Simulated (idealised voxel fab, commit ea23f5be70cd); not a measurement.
This is a process module. Its name is voxel wiring stack.
Cross-section cut: width 220 nm, square cells of 5 nm.
Just so we're on the same page, the cross-sections are grids of square cells, and they're listed out in bands top to bottom, each band one or more rows deep. Per band: top height and bottom height in nm, followed by the left-to-right materials and their widths in nm; "throughout" marks a single material spanning edge to edge, "air" marks empty space. Basically, 0 is our baseline, since under it the wafer straight out of the box is all one material. The bottom band has no lower end and keeps on going down, so it looks like "z 0 and below". Quick explanation for "30->40": the width changes in equal steps down the rows of cells, from the first number in the band's top row to the second number in its bottom row. Basically "no modification" means that step didn't change any cell in the cross-section. Look at "Closed void inventory" for the closed voids: empty spaces with no open path to the top, sized 8 cells or up. Each is width x height at distance, distance from the left edge, all nm. Anything after a step's settings on that line? It's the simulator's own note about the step. The line of a step may include "overlay nm". On a step with a mask, this value is how far to the right of its planned place the mask lay. A negative value means the mask lay to the left.
# The following list gives the planned process steps
1: RECEIVE,material Si
2: CONFORMAL_DEP,material SiO2,thk nm 15
3: CONFORMAL_DEP,material SiCN,thk nm 5
4: DIRECTIONAL_DEP,material lowk,thk nm 15
5: PATTERN,tone open,mask id METAL_1,material resist,width nm 25,pitch nm 45,thk nm 15,overlay nm 0
6: DIRECTIONAL_ETCH,etch materials lowk,depth nm 15
7: DIRECTIONAL_ETCH,etch materials SiCN,depth nm 5
8: STRIP,etch materials resist
9: CONFORMAL_DEP,material TiN,thk nm 5
10: FILL_DEP,material Cu,thk nm 10
11: CMP,height nm 35
12: EPI,material Ru,thk nm 5
13: FILL_DEP,material SiCN,thk nm 5
14: DIRECTIONAL_DEP,material lowk,thk nm 20
15: PATTERN,tone open,mask id PLUG_1,material resist,width nm 15,thk nm 20,overlay nm 0
16: DIRECTIONAL_ETCH,etch materials lowk,depth nm 20
17: DIRECTIONAL_ETCH,etch materials SiCN,depth nm 5
18: STRIP,etch materials resist
19: CONFORMAL_DEP,material TiN,thk nm 5
20: FILL_DEP,material Cu,thk nm 10
21: CMP,height nm 65
22: CONFORMAL_DEP,material SiCN,thk nm 5
23: DIRECTIONAL_DEP,material lowk,thk nm 20
24: PATTERN,tone open,mask id METAL_2,material resist,width nm 25,pitch nm 45,thk nm 15,overlay nm 0
25: DIRECTIONAL_ETCH,etch materials lowk,depth nm 20
26: DIRECTIONAL_ETCH,etch materials SiCN,depth nm 5
27: STRIP,etch materials resist
28: CONFORMAL_DEP,material TiN,thk nm 5
29: FILL_DEP,material Cu,thk nm 5
30: CMP,height nm 90
31: EPI,material Ru,thk nm 5
32: FILL_DEP,material SiCN,thk nm 5
33: DIRECTIONAL_DEP,material SiO2,thk nm 30
34: PATTERN,tone open,mask id METAL_3_HOLES,material resist,width nm 15,thk nm 20,overlay nm 0
35: DIRECTIONAL_ETCH,etch materials SiO2,depth nm 30
36: STRIP,etch materials resist
37: PATTERN,tone open,mask id METAL_3,material resist,width nm 25,pitch nm 45,thk nm 20,overlay nm 0
38: DIRECTIONAL_ETCH,etch materials SiO2,depth nm 15
39: DIRECTIONAL_ETCH,etch materials SiCN,depth nm 5
40: STRIP,etch materials resist
41: CONFORMAL_DEP,material TiN,thk nm 5
42: FILL_DEP,material Cu,thk nm 10
43: CMP,height nm 130
44: CONFORMAL_DEP,material SiCN,thk nm 5
45: DIRECTIONAL_DEP,material lowk,thk nm 30
46: PATTERN,tone open,mask id METAL_4,material resist,width nm 25,pitch nm 45,thk nm 15,overlay nm 0
47: DIRECTIONAL_ETCH,etch materials lowk,depth nm 15
48: STRIP,etch materials resist
49: PATTERN,tone open,mask id METAL_4_HOLES,material resist,width nm 15,pitch nm 45,thk nm 15,overlay nm 0
50: DIRECTIONAL_ETCH,etch materials lowk,depth nm 15
51: DIRECTIONAL_ETCH,etch materials SiCN,depth nm 5
52: STRIP,etch materials resist
53: CONFORMAL_DEP,material TiN,thk nm 5
54: FILL_DEP,material Cu,thk nm 5
55: CMP,height nm 165
56: CONFORMAL_DEP,material SiCN,thk nm 5
# First of two wafers, processed according to plan
# as received, after step 1
- z 0 and below  Si throughout
- Closed void inventory: none
# So this is the wafer cross-section right after step 2
- z 15 to 0  SiO2 throughout
- Under 0: no change, same as before.
# So this is the wafer cross-section right after step 3
- z 20 to 15  SiCN throughout
- Under 15: no change, same as before.
# So this is the wafer cross-section right after step 4
- z 35 to 20  lowk throughout
- Under 20: no change, same as before.
# So this is the wafer cross-section right after step 5
- z 50 to 35  resist 75  air 25  resist 20  air 25  resist 75
- Under 35: no change, same as before.
# So this is the wafer cross-section right after step 6
- z 50 to 35  resist 75  air 25  resist 20  air 25  resist 75
- z 35 to 20  lowk 75  air 25  lowk 20  air 25  lowk 75
- Under 20: no change, same as before.
# So this is the wafer cross-section right after step 7
- z 50 to 35  resist 75  air 25  resist 20  air 25  resist 75
- z 35 to 20  lowk 75  air 25  lowk 20  air 25  lowk 75
- z 20 to 15  SiCN 75  air 25  SiCN 20  air 25  SiCN 75
- Under 15: no change, same as before.
# So this is the wafer cross-section right after step 8
- z 35 to 20  lowk 75  air 25  lowk 20  air 25  lowk 75
- Under 20: no change, same as before.
# So this is the wafer cross-section right after step 9
- z 40 to 35  TiN 80  air 15  TiN 30  air 15  TiN 80
- z 35 to 20  lowk 75  TiN 5  air 15  TiN 5  lowk 20  TiN 5  air 15  TiN 5  lowk 75
- z 20 to 15  SiCN 75  TiN 25  SiCN 20  TiN 25  SiCN 75
- Under 15: no change, same as before.
# So this is the wafer cross-section right after step 10
- z 50 to 40  Cu throughout
- z 40 to 35  TiN 80  Cu 15  TiN 30  Cu 15  TiN 80
- z 35 to 20  lowk 75  TiN 5  Cu 15  TiN 5  lowk 20  TiN 5  Cu 15  TiN 5  lowk 75
- Under 20: no change, same as before.
# So this is the wafer cross-section right after step 11
- z 35 to 20  lowk 75  TiN 5  Cu 15  TiN 5  lowk 20  TiN 5  Cu 15  TiN 5  lowk 75
- Under 20: no change, same as before.
# So this is the wafer cross-section right after step 12
- z 40 to 35  air 70  Ru 35  air 10  Ru 35  air 70
- Under 35: no change, same as before.
# So this is the wafer cross-section right after step 13
- z 45 to 40  SiCN throughout
- z 40 to 35  SiCN 70  Ru 35  SiCN 10  Ru 35  SiCN 70
- Under 35: no change, same as before.
# So this is the wafer cross-section right after step 14
- z 65 to 45  lowk throughout
- Under 45: no change, same as before.
# So this is the wafer cross-section right after step 15
- z 85 to 65  resist 75  air 15  resist 130
- Under 65: no change, same as before.
# So this is the wafer cross-section right after step 16
- z 85 to 65  resist 75  air 15  resist 130
- z 65 to 45  lowk 75  air 15  lowk 130
- Under 45: no change, same as before.
# So this is the wafer cross-section right after step 17
- z 85 to 65  resist 75  air 15  resist 130
- z 65 to 45  lowk 75  air 15  lowk 130
- z 45 to 40  SiCN 75  air 15  SiCN 130
- Under 40: no change, same as before.
# So this is the wafer cross-section right after step 18
- z 65 to 45  lowk 75  air 15  lowk 130
- Under 45: no change, same as before.
# So this is the wafer cross-section right after step 19
- z 70 to 65  TiN 80  air 5  TiN 135
- z 65 to 45  lowk 75  TiN 5  air 5  TiN 5  lowk 130
- z 45 to 40  SiCN 75  TiN 15  SiCN 130
- Under 40: no change, same as before.
# So this is the wafer cross-section right after step 20
- z 80 to 70  Cu throughout
- z 70 to 65  TiN 80  Cu 5  TiN 135
- z 65 to 45  lowk 75  TiN 5  Cu 5  TiN 5  lowk 130
- Under 45: no change, same as before.
# So this is the wafer cross-section right after step 21
- z 65 to 45  lowk 75  TiN 5  Cu 5  TiN 5  lowk 130
- Under 45: no change, same as before.
# So this is the wafer cross-section right after step 22
- z 70 to 65  SiCN throughout
- Under 65: no change, same as before.
# So this is the wafer cross-section right after step 23
- z 90 to 70  lowk throughout
- Under 70: no change, same as before.
# So this is the wafer cross-section right after step 24
- z 105 to 90  resist 75  air 25  resist 20  air 25  resist 75
- Under 90: no change, same as before.
# So this is the wafer cross-section right after step 25
- z 105 to 90  resist 75  air 25  resist 20  air 25  resist 75
- z 90 to 70  lowk 75  air 25  lowk 20  air 25  lowk 75
- Under 70: no change, same as before.
# So this is the wafer cross-section right after step 26
- z 105 to 90  resist 75  air 25  resist 20  air 25  resist 75
- z 90 to 70  lowk 75  air 25  lowk 20  air 25  lowk 75
- z 70 to 65  SiCN 75  air 25  SiCN 20  air 25  SiCN 75
- Under 65: no change, same as before.
# So this is the wafer cross-section right after step 27
- z 90 to 70  lowk 75  air 25  lowk 20  air 25  lowk 75
- Under 70: no change, same as before.
# So this is the wafer cross-section right after step 28
- z 95 to 90  TiN 80  air 15  TiN 30  air 15  TiN 80
- z 90 to 70  lowk 75  TiN 5  air 15  TiN 5  lowk 20  TiN 5  air 15  TiN 5  lowk 75
- z 70 to 65  SiCN 75  TiN 25  SiCN 20  TiN 25  SiCN 75
- Under 65: no change, same as before.
# So this is the wafer cross-section right after step 29
- z 100 to 95  Cu throughout
- z 95 to 90  TiN 80  Cu 15  TiN 30  Cu 15  TiN 80
- z 90 to 70  lowk 75  TiN 5  Cu 15  TiN 5  lowk 20  TiN 5  Cu 15  TiN 5  lowk 75
- Under 70: no change, same as before.
# So this is the wafer cross-section right after step 30
- z 90 to 70  lowk 75  TiN 5  Cu 15  TiN 5  lowk 20  TiN 5  Cu 15  TiN 5  lowk 75
- Under 70: no change, same as before.
# So this is the wafer cross-section right after step 31
- z 95 to 90  air 70  Ru 35  air 10  Ru 35  air 70
- Under 90: no change, same as before.
# So this is the wafer cross-section right after step 32
- z 100 to 95  SiCN throughout
- z 95 to 90  SiCN 70  Ru 35  SiCN 10  Ru 35  SiCN 70
- Under 90: no change, same as before.
# So this is the wafer cross-section right after step 33
- z 130 to 100  SiO2 throughout
- Under 100: no change, same as before.
# So this is the wafer cross-section right after step 34
- z 150 to 130  resist 75  air 15  resist 130
- Under 130: no change, same as before.
# So this is the wafer cross-section right after step 35
- z 150 to 130  resist 75  air 15  resist 130
- z 130 to 100  SiO2 75  air 15  SiO2 130
- Under 100: no change, same as before.
# So this is the wafer cross-section right after step 36
- z 130 to 100  SiO2 75  air 15  SiO2 130
- Under 100: no change, same as before.
# So this is the wafer cross-section right after step 37
- z 150 to 130  resist 75  air 25  resist 20  air 25  resist 75
- Under 130: no change, same as before.
# So this is the wafer cross-section right after step 38
- z 150 to 130  resist 75  air 25  resist 20  air 25  resist 75
- z 130 to 115  SiO2 75  air 25  SiO2 20  air 25  SiO2 75
- Under 115: no change, same as before.
# So this is the wafer cross-section right after step 39
- z 150 to 130  resist 75  air 25  resist 20  air 25  resist 75
- z 130 to 115  SiO2 75  air 25  SiO2 20  air 25  SiO2 75
- z 115 to 100  SiO2 75  air 15  SiO2 130
- z 100 to 95  SiCN 75  air 15  SiCN 130
- Under 95: no change, same as before.
# So this is the wafer cross-section right after step 40
- z 130 to 115  SiO2 75  air 25  SiO2 20  air 25  SiO2 75
- Under 115: no change, same as before.
# So this is the wafer cross-section right after step 41
- z 135 to 130  TiN 80  air 15  TiN 30  air 15  TiN 80
- z 130 to 120  SiO2 75  TiN 5  air 15  TiN 5  SiO2 20  TiN 5  air 15  TiN 5  SiO2 75
- z 120 to 115  SiO2 75  TiN 5  air 5  TiN 15  SiO2 20  TiN 25  SiO2 75
- z 115 to 100  SiO2 75  TiN 5  air 5  TiN 5  SiO2 130
- z 100 to 95  SiCN 75  TiN 15  SiCN 130
- Under 95: no change, same as before.
# So this is the wafer cross-section right after step 42
- z 145 to 135  Cu throughout
- z 135 to 130  TiN 80  Cu 15  TiN 30  Cu 15  TiN 80
- z 130 to 120  SiO2 75  TiN 5  Cu 15  TiN 5  SiO2 20  TiN 5  Cu 15  TiN 5  SiO2 75
- z 120 to 115  SiO2 75  TiN 5  Cu 5  TiN 15  SiO2 20  TiN 25  SiO2 75
- z 115 to 100  SiO2 75  TiN 5  Cu 5  TiN 5  SiO2 130
- Under 100: no change, same as before.
# So this is the wafer cross-section right after step 43
- z 130 to 120  SiO2 75  TiN 5  Cu 15  TiN 5  SiO2 20  TiN 5  Cu 15  TiN 5  SiO2 75
- Under 120: no change, same as before.
# So this is the wafer cross-section right after step 44
- z 135 to 130  SiCN throughout
- Under 130: no change, same as before.
# So this is the wafer cross-section right after step 45
- z 165 to 135  lowk throughout
- Under 135: no change, same as before.
# So this is the wafer cross-section right after step 46
- z 180 to 165  resist 75  air 25  resist 20  air 25  resist 75
- Under 165: no change, same as before.
# So this is the wafer cross-section right after step 47
- z 180 to 165  resist 75  air 25  resist 20  air 25  resist 75
- z 165 to 150  lowk 75  air 25  lowk 20  air 25  lowk 75
- Under 150: no change, same as before.
# So this is the wafer cross-section right after step 48
- z 165 to 150  lowk 75  air 25  lowk 20  air 25  lowk 75
- Under 150: no change, same as before.
# So this is the wafer cross-section right after step 49
- z 180 to 165  resist 75  air 15  resist 30  air 15  resist 85
- z 165 to 150  lowk 75  air 15  resist 10  lowk 20  air 15  resist 10  lowk 75
- Under 150: no change, same as before.
# So this is the wafer cross-section right after step 50
- z 180 to 165  resist 75  air 15  resist 30  air 15  resist 85
- z 165 to 150  lowk 75  air 15  resist 10  lowk 20  air 15  resist 10  lowk 75
- z 150 to 135  lowk 75  air 15  lowk 30  air 15  lowk 85
- Under 135: no change, same as before.
# So this is the wafer cross-section right after step 51
- z 180 to 165  resist 75  air 15  resist 30  air 15  resist 85
- z 165 to 150  lowk 75  air 15  resist 10  lowk 20  air 15  resist 10  lowk 75
- z 150 to 135  lowk 75  air 15  lowk 30  air 15  lowk 85
- z 135 to 130  SiCN 75  air 15  SiCN 30  air 15  SiCN 85
- Under 130: no change, same as before.
# So this is the wafer cross-section right after step 52
- z 165 to 150  lowk 75  air 25  lowk 20  air 25  lowk 75
- Under 150: no change, same as before.
# So this is the wafer cross-section right after step 53
- z 170 to 165  TiN 80  air 15  TiN 30  air 15  TiN 80
- z 165 to 155  lowk 75  TiN 5  air 15  TiN 5  lowk 20  TiN 5  air 15  TiN 5  lowk 75
- z 155 to 150  lowk 75  TiN 5  air 5  TiN 15  lowk 20  TiN 5  air 5  TiN 15  lowk 75
- z 150 to 135  lowk 75  TiN 5  air 5  TiN 5  lowk 30  TiN 5  air 5  TiN 5  lowk 85
- z 135 to 130  SiCN 75  TiN 15  SiCN 30  TiN 15  SiCN 85
- Under 130: no change, same as before.
# So this is the wafer cross-section right after step 54
- z 175 to 170  Cu throughout
- z 170 to 165  TiN 80  Cu 15  TiN 30  Cu 15  TiN 80
- z 165 to 155  lowk 75  TiN 5  Cu 15  TiN 5  lowk 20  TiN 5  Cu 15  TiN 5  lowk 75
- z 155 to 150  lowk 75  TiN 5  Cu 5  TiN 15  lowk 20  TiN 5  Cu 5  TiN 15  lowk 75
- z 150 to 135  lowk 75  TiN 5  Cu 5  TiN 5  lowk 30  TiN 5  Cu 5  TiN 5  lowk 85
- Under 135: no change, same as before.
# So this is the wafer cross-section right after step 55
- z 165 to 155  lowk 75  TiN 5  Cu 15  TiN 5  lowk 20  TiN 5  Cu 15  TiN 5  lowk 75
- Under 155: no change, same as before.
# So this is the wafer cross-section right after step 56
- z 170 to 165  SiCN throughout
- Under 165: no change, same as before.
# The second wafer: identical to the first at the outset and in its planned sequence, differing only in that one mistake was made during processing; up to and including step 32, its path is the first wafer's path
# Cross-section of the second wafer corresponding to the planned conclusion of step 33
- z 120 to 100  SiO2 throughout
- Under 100: no change, same as before.
# Cross-section of the second wafer corresponding to the planned conclusion of step 34
- z 140 to 120  resist 75  air 15  resist 130
- Under 120: no change, same as before.
# Cross-section of the second wafer corresponding to the planned conclusion of step 35
- z 140 to 120  resist 75  air 15  resist 130
- z 120 to 100  SiO2 75  air 15  SiO2 130
- Under 100: no change, same as before.
# Cross-section of the second wafer corresponding to the planned conclusion of step 36
- z 120 to 100  SiO2 75  air 15  SiO2 130
- Under 100: no change, same as before.
# Cross-section of the second wafer corresponding to the planned conclusion of step 37
- z 140 to 120  resist 75  air 25  resist 20  air 25  resist 75
- Under 120: no change, same as before.
# Cross-section of the second wafer corresponding to the planned conclusion of step 38
- z 140 to 120  resist 75  air 25  resist 20  air 25  resist 75
- z 120 to 105  SiO2 75  air 25  SiO2 20  air 25  SiO2 75
- Under 105: no change, same as before.
# Cross-section of the second wafer corresponding to the planned conclusion of step 39
- z 140 to 120  resist 75  air 25  resist 20  air 25  resist 75
- z 120 to 105  SiO2 75  air 25  SiO2 20  air 25  SiO2 75
- z 105 to 100  SiO2 75  air 15  SiO2 130
- z 100 to 95  SiCN 75  air 15  SiCN 130
- Under 95: no change, same as before.
# Cross-section of the second wafer corresponding to the planned conclusion of step 40
- z 120 to 105  SiO2 75  air 25  SiO2 20  air 25  SiO2 75
- Under 105: no change, same as before.
# Cross-section of the second wafer corresponding to the planned conclusion of step 41
- z 125 to 120  TiN 80  air 15  TiN 30  air 15  TiN 80
- z 120 to 110  SiO2 75  TiN 5  air 15  TiN 5  SiO2 20  TiN 5  air 15  TiN 5  SiO2 75
- z 110 to 105  SiO2 75  TiN 5  air 5  TiN 15  SiO2 20  TiN 25  SiO2 75
- z 105 to 100  SiO2 75  TiN 5  air 5  TiN 5  SiO2 130
- z 100 to 95  SiCN 75  TiN 15  SiCN 130
- Under 95: no change, same as before.
# Cross-section of the second wafer corresponding to the planned conclusion of step 42
- z 135 to 125  Cu throughout
- z 125 to 120  TiN 80  Cu 15  TiN 30  Cu 15  TiN 80
- z 120 to 110  SiO2 75  TiN 5  Cu 15  TiN 5  SiO2 20  TiN 5  Cu 15  TiN 5  SiO2 75
- z 110 to 105  SiO2 75  TiN 5  Cu 5  TiN 15  SiO2 20  TiN 25  SiO2 75
- z 105 to 100  SiO2 75  TiN 5  Cu 5  TiN 5  SiO2 130
- Under 100: no change, same as before.
# Cross-section of the second wafer corresponding to the planned conclusion of step 43
- z 130 to 125  Cu throughout
- Under 125: no change, same as before.
# Cross-section of the second wafer corresponding to the planned conclusion of step 44
- z 135 to 130  SiCN throughout
- Under 130: no change, same as before.
# Cross-section of the second wafer corresponding to the planned conclusion of step 45
- z 165 to 135  lowk throughout
- Under 135: no change, same as before.
# Cross-section of the second wafer corresponding to the planned conclusion of step 46
- z 180 to 165  resist 75  air 25  resist 20  air 25  resist 75
- Under 165: no change, same as before.
# Cross-section of the second wafer corresponding to the planned conclusion of step 47
- z 180 to 165  resist 75  air 25  resist 20  air 25  resist 75
- z 165 to 150  lowk 75  air 25  lowk 20  air 25  lowk 75
- Under 150: no change, same as before.
# Cross-section of the second wafer corresponding to the planned conclusion of step 48
- z 165 to 150  lowk 75  air 25  lowk 20  air 25  lowk 75
- Under 150: no change, same as before.
# Cross-section of the second wafer corresponding to the planned conclusion of step 49
- z 180 to 165  resist 75  air 15  resist 30  air 15  resist 85
- z 165 to 150  lowk 75  air 15  resist 10  lowk 20  air 15  resist 10  lowk 75
- Under 150: no change, same as before.
# Cross-section of the second wafer corresponding to the planned conclusion of step 50
- z 180 to 165  resist 75  air 15  resist 30  air 15  resist 85
- z 165 to 150  lowk 75  air 15  resist 10  lowk 20  air 15  resist 10  lowk 75
- z 150 to 135  lowk 75  air 15  lowk 30  air 15  lowk 85
- Under 135: no change, same as before.
# Cross-section of the second wafer corresponding to the planned conclusion of step 51
- z 180 to 165  resist 75  air 15  resist 30  air 15  resist 85
- z 165 to 150  lowk 75  air 15  resist 10  lowk 20  air 15  resist 10  lowk 75
- z 150 to 135  lowk 75  air 15  lowk 30  air 15  lowk 85
- z 135 to 130  SiCN 75  air 15  SiCN 30  air 15  SiCN 85
- Under 130: no change, same as before.
# Cross-section of the second wafer corresponding to the planned conclusion of step 52
- z 165 to 150  lowk 75  air 25  lowk 20  air 25  lowk 75
- Under 150: no change, same as before.
# Cross-section of the second wafer corresponding to the planned conclusion of step 53
- z 170 to 165  TiN 80  air 15  TiN 30  air 15  TiN 80
- z 165 to 155  lowk 75  TiN 5  air 15  TiN 5  lowk 20  TiN 5  air 15  TiN 5  lowk 75
- z 155 to 150  lowk 75  TiN 5  air 5  TiN 15  lowk 20  TiN 5  air 5  TiN 15  lowk 75
- z 150 to 135  lowk 75  TiN 5  air 5  TiN 5  lowk 30  TiN 5  air 5  TiN 5  lowk 85
- z 135 to 130  SiCN 75  TiN 15  SiCN 30  TiN 15  SiCN 85
- Under 130: no change, same as before.
# Cross-section of the second wafer corresponding to the planned conclusion of step 54
- z 175 to 170  Cu throughout
- z 170 to 165  TiN 80  Cu 15  TiN 30  Cu 15  TiN 80
- z 165 to 155  lowk 75  TiN 5  Cu 15  TiN 5  lowk 20  TiN 5  Cu 15  TiN 5  lowk 75
- z 155 to 150  lowk 75  TiN 5  Cu 5  TiN 15  lowk 20  TiN 5  Cu 5  TiN 15  lowk 75
- z 150 to 135  lowk 75  TiN 5  Cu 5  TiN 5  lowk 30  TiN 5  Cu 5  TiN 5  lowk 85
- Under 135: no change, same as before.
# Cross-section of the second wafer corresponding to the planned conclusion of step 55
- z 165 to 155  lowk 75  TiN 5  Cu 15  TiN 5  lowk 20  TiN 5  Cu 15  TiN 5  lowk 75
- Under 155: no change, same as before.
# Cross-section of the second wafer corresponding to the planned conclusion of step 56
- z 170 to 165  SiCN throughout
- Under 165: no change, same as before.
Heads up, the wafer didn't run the way we planned it: step 33: run off-plan, actual operation and settings DIRECTIONAL_DEP,material SiO2,thk nm 20
The closing comparison, in cells, has the second wafer with more or fewer of some materials than the first: Cu: 48 more; SiO2: 82 fewer; TiN: 34 more
